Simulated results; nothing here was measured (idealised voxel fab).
Proc. module: voxel gate over fins
It is cross-section cut that appears here, measuring 180 nm in width, its square cells being 5 nm in size.
Cross-section = grid of square cells, listed top down in bands; band = one or more rows.
In this notation a band is specified by the heights of its top and bottom, in that order and in nm, after which its materials appear from left to right, each paired with its width in nm. The word "full width" attached to a single material means that material fills the band from edge to edge; the word "empty" stands for empty space.
We count height from 0. Below that, the starting wafer is all one material. The lowest band never ends at the bottom but goes on down; see "z 0 and below" for how that is written.
Width: "30 to 40" (first number = top row, second number = bottom row, same change from row to row of cells).
Step note "nothing different" = no cross-section cell changed.
Each empty space that has no open way to the top and spans at least 8 cells appears under "Closed void listing" as width x height at distance, the distance counted from the left edge, all in nm.
Text after the settings on a step's line: the simulator's own remark on that step.
overlay nm: for a step with a mask, the amount by which the mask lay right of where it was planned; a negative amount means left of it.

Steps in the process plan:
- 1: RECEIVE, material Si
- 2: CONFORMAL_DEP, material SiN, thk nm 5
- 3: PATTERN, tone cover, mask id FINS, material resist, width nm 15, pitch nm 35, thk nm 15, overlay nm 0
- 4: DIRECTIONAL_ETCH, etch materials SiN, depth nm 5
- 5: DIRECTIONAL_ETCH, etch materials Si, depth nm 35
- 6: STRIP, etch materials resist
- 7: FILL_DEP, material SiO2, thk nm 5
- 8: CMP, height nm 5
- 9: SELECTIVE_ETCH, etch materials SiO2, depth nm 15
- 10: STRIP, etch materials SiN
- 11: CONFORMAL_DEP, material HfO2, thk nm 5
- 12: CONFORMAL_DEP, material TiN, thk nm 5
- 13: FILL_DEP, material W, thk nm 10
- 14: CMP, height nm 15
- 15: CONFORMAL_DEP, material SiN, thk nm 5

Run as planned: first of two wafers:

As-received wafer cross-section (after step 1):
	z 0 and below  Si full width
	Closed void listing: none

Upon completion of step 2, the wafer appears in cross-section as shown:
	z 5 to 0  SiN full width
	Unchanged below 0.

Upon completion of step 3, the wafer appears in cross-section as shown:
	z 20 to 5  empty 45 nm, resist 15 nm, empty 20 nm, resist 15 nm, empty 20 nm, resist 15 nm, empty 50 nm
	Unchanged below 5.

Upon completion of step 4, the wafer appears in cross-section as shown:
	z 20 to 5  empty 45 nm, resist 15 nm, empty 20 nm, resist 15 nm, empty 20 nm, resist 15 nm, empty 50 nm
	z 5 to 0  empty 45 nm, SiN 15 nm, empty 20 nm, SiN 15 nm, empty 20 nm, SiN 15 nm, empty 50 nm
	Unchanged below 0.

Upon completion of step 5, the wafer appears in cross-section as shown:
	z 20 to 5  empty 45 nm, resist 15 nm, empty 20 nm, resist 15 nm, empty 20 nm, resist 15 nm, empty 50 nm
	z 5 to 0  empty 45 nm, SiN 15 nm, empty 20 nm, SiN 15 nm, empty 20 nm, SiN 15 nm, empty 50 nm
	z 0 to -35  empty 45 nm, Si 15 nm, empty 20 nm, Si 15 nm, empty 20 nm, Si 15 nm, empty 50 nm
	Unchanged below -35.

Upon completion of step 6, the wafer appears in cross-section as shown:
	z 5 to 0  empty 45 nm, SiN 15 nm, empty 20 nm, SiN 15 nm, empty 20 nm, SiN 15 nm, empty 50 nm
	Unchanged below 0.

Upon completion of step 7, the wafer appears in cross-section as shown:
	z 10 to 5  SiO2 full width
	z 5 to 0  SiO2 45 nm, SiN 15 nm, SiO2 20 nm, SiN 15 nm, SiO2 20 nm, SiN 15 nm, SiO2 50 nm
	z 0 to -35  SiO2 45 nm, Si 15 nm, SiO2 20 nm, Si 15 nm, SiO2 20 nm, Si 15 nm, SiO2 50 nm
	Unchanged below -35.

Upon completion of step 8, the wafer appears in cross-section as shown:
	z 5 to 0  SiO2 45 nm, SiN 15 nm, SiO2 20 nm, SiN 15 nm, SiO2 20 nm, SiN 15 nm, SiO2 50 nm
	Unchanged below 0.

Upon completion of step 9, the wafer appears in cross-section as shown:
	z 5 to 0  empty 45 nm, SiN 15 nm, empty 20 nm, SiN 15 nm, empty 20 nm, SiN 15 nm, empty 50 nm
	z 0 to -10  empty 45 nm, Si 15 nm, empty 20 nm, Si 15 nm, empty 20 nm, Si 15 nm, empty 50 nm
	Unchanged below -10.

Upon completion of step 10, the wafer appears in cross-section as shown:
	z 0 to -10  empty 45 nm, Si 15 nm, empty 20 nm, Si 15 nm, empty 20 nm, Si 15 nm, empty 50 nm
	Unchanged below -10.

Upon completion of step 11, the wafer appears in cross-section as shown:
	z 5 to 0  empty 40 nm, HfO2 25 nm, empty 10 nm, HfO2 25 nm, empty 10 nm, HfO2 25 nm, empty 45 nm
	z 0 to -5  empty 40 nm, HfO2 5 nm, Si 15 nm, HfO2 5 nm, empty 10 nm, HfO2 5 nm, Si 15 nm, HfO2 5 nm, empty 10 nm, HfO2 5 nm, Si 15 nm, HfO2 5 nm, empty 45 nm
	z -5 to -10  HfO2 45 nm, Si 15 nm, HfO2 20 nm, Si 15 nm, HfO2 20 nm, Si 15 nm, HfO2 50 nm
	Unchanged below -10.

Upon completion of step 12, the wafer appears in cross-section as shown:
	z 10 to 5  empty 35 nm, TiN 105 nm, empty 40 nm
	z 5 to 0  empty 35 nm, TiN 5 nm, HfO2 25 nm, TiN 10 nm, HfO2 25 nm, TiN 10 nm, HfO2 25 nm, TiN 5 nm, empty 40 nm
	z 0 to -5  TiN 40 nm, HfO2 5 nm, Si 15 nm, HfO2 5 nm, TiN 10 nm, HfO2 5 nm, Si 15 nm, HfO2 5 nm, TiN 10 nm, HfO2 5 nm, Si 15 nm, HfO2 5 nm, TiN 45 nm
	Unchanged below -5.

Upon completion of step 13, the wafer appears in cross-section as shown:
	z 20 to 10  W full width
	z 10 to 5  W 35 nm, TiN 105 nm, W 40 nm
	z 5 to 0  W 35 nm, TiN 5 nm, HfO2 25 nm, TiN 10 nm, HfO2 25 nm, TiN 10 nm, HfO2 25 nm, TiN 5 nm, W 40 nm
	Unchanged below 0.

Upon completion of step 14, the wafer appears in cross-section as shown:
	z 15 to 10  W full width
	Unchanged below 10.

Upon completion of step 15, the wafer appears in cross-section as shown:
	z 20 to 15  SiN full width
	Unchanged below 15.

Regarding the second of the two wafers: it shared the first wafer's starting condition and process plan, yet one error occurred during its execution. Its history coincides with that of the first wafer up to and including step 2:

Planned end of step 3: second wafer, cross-section:
	z 20 to 5  empty 45 nm, resist 20 nm, empty 15 nm, resist 20 nm, empty 15 nm, resist 20 nm, empty 45 nm
	Unchanged below 5.

Planned end of step 4: second wafer, cross-section:
	z 20 to 5  empty 45 nm, resist 20 nm, empty 15 nm, resist 20 nm, empty 15 nm, resist 20 nm, empty 45 nm
	z 5 to 0  empty 45 nm, SiN 20 nm, empty 15 nm, SiN 20 nm, empty 15 nm, SiN 20 nm, empty 45 nm
	Unchanged below 0.

Planned end of step 5: second wafer, cross-section:
	z 20 to 5  empty 45 nm, resist 20 nm, empty 15 nm, resist 20 nm, empty 15 nm, resist 20 nm, empty 45 nm
	z 5 to 0  empty 45 nm, SiN 20 nm, empty 15 nm, SiN 20 nm, empty 15 nm, SiN 20 nm, empty 45 nm
	z 0 to -35  empty 45 nm, Si 20 nm, empty 15 nm, Si 20 nm, empty 15 nm, Si 20 nm, empty 45 nm
	Unchanged below -35.

Planned end of step 6: second wafer, cross-section:
	z 5 to 0  empty 45 nm, SiN 20 nm, empty 15 nm, SiN 20 nm, empty 15 nm, SiN 20 nm, empty 45 nm
	Unchanged below 0.

Planned end of step 7: second wafer, cross-section:
	z 10 to 5  SiO2 full width
	z 5 to 0  SiO2 45 nm, SiN 20 nm, SiO2 15 nm, SiN 20 nm, SiO2 15 nm, SiN 20 nm, SiO2 45 nm
	z 0 to -35  SiO2 45 nm, Si 20 nm, SiO2 15 nm, Si 20 nm, SiO2 15 nm, Si 20 nm, SiO2 45 nm
	Unchanged below -35.

Planned end of step 8: second wafer, cross-section:
	z 5 to 0  SiO2 45 nm, SiN 20 nm, SiO2 15 nm, SiN 20 nm, SiO2 15 nm, SiN 20 nm, SiO2 45 nm
	Unchanged below 0.

Planned end of step 9: second wafer, cross-section:
	z 5 to 0  empty 45 nm, SiN 20 nm, empty 15 nm, SiN 20 nm, empty 15 nm, SiN 20 nm, empty 45 nm
	z 0 to -10  empty 45 nm, Si 20 nm, empty 15 nm, Si 20 nm, empty 15 nm, Si 20 nm, empty 45 nm
	Unchanged below -10.

Planned end of step 10: second wafer, cross-section:
	z 0 to -10  empty 45 nm, Si 20 nm, empty 15 nm, Si 20 nm, empty 15 nm, Si 20 nm, empty 45 nm
	Unchanged below -10.

Planned end of step 11: second wafer, cross-section:
	z 5 to 0  empty 40 nm, HfO2 30 nm, empty 5 nm, HfO2 30 nm, empty 5 nm, HfO2 30 nm, empty 40 nm
	z 0 to -5  empty 40 nm, HfO2 5 nm, Si 20 nm, HfO2 5 nm, empty 5 nm, HfO2 5 nm, Si 20 nm, HfO2 5 nm, empty 5 nm, HfO2 5 nm, Si 20 nm, HfO2 5 nm, empty 40 nm
	z -5 to -10  HfO2 45 nm, Si 20 nm, HfO2 15 nm, Si 20 nm, HfO2 15 nm, Si 20 nm, HfO2 45 nm
	Unchanged below -10.

Planned end of step 12: second wafer, cross-section:
	z 10 to 5  empty 35 nm, TiN 110 nm, empty 35 nm
	z 5 to 0  empty 35 nm, TiN 5 nm, HfO2 30 nm, TiN 5 nm, HfO2 30 nm, TiN 5 nm, HfO2 30 nm, TiN 5 nm, empty 35 nm
	z 0 to -5  TiN 40 nm, HfO2 5 nm, Si 20 nm, HfO2 5 nm, TiN 5 nm, HfO2 5 nm, Si 20 nm, HfO2 5 nm, TiN 5 nm, HfO2 5 nm, Si 20 nm, HfO2 5 nm, TiN 40 nm
	Unchanged below -5.

Planned end of step 13: second wafer, cross-section:
	z 20 to 10  W full width
	z 10 to 5  W 35 nm, TiN 110 nm, W 35 nm
	z 5 to 0  W 35 nm, TiN 5 nm, HfO2 30 nm, TiN 5 nm, HfO2 30 nm, TiN 5 nm, HfO2 30 nm, TiN 5 nm, W 35 nm
	Unchanged below 0.

Planned end of step 14: second wafer, cross-section:
	z 15 to 10  W full width
	Unchanged below 10.

Planned end of step 15: second wafer, cross-section:
	z 20 to 15  SiN full width
	Unchanged below 15.
Heads up, the wafer didn't run the way we planned it: so step 3 ended up running with a different setting than we planned, it ran as PATTERN, tone cover, mask id FINS, material resist, width nm 20, pitch nm 35, thk nm 15, overlay nm 0
End check, counted in cells, second wafer has more or fewer of these materials than the first: Si: 21 more, SiO2: 15 fewer, TiN: 4 fewer, W: 2 fewer
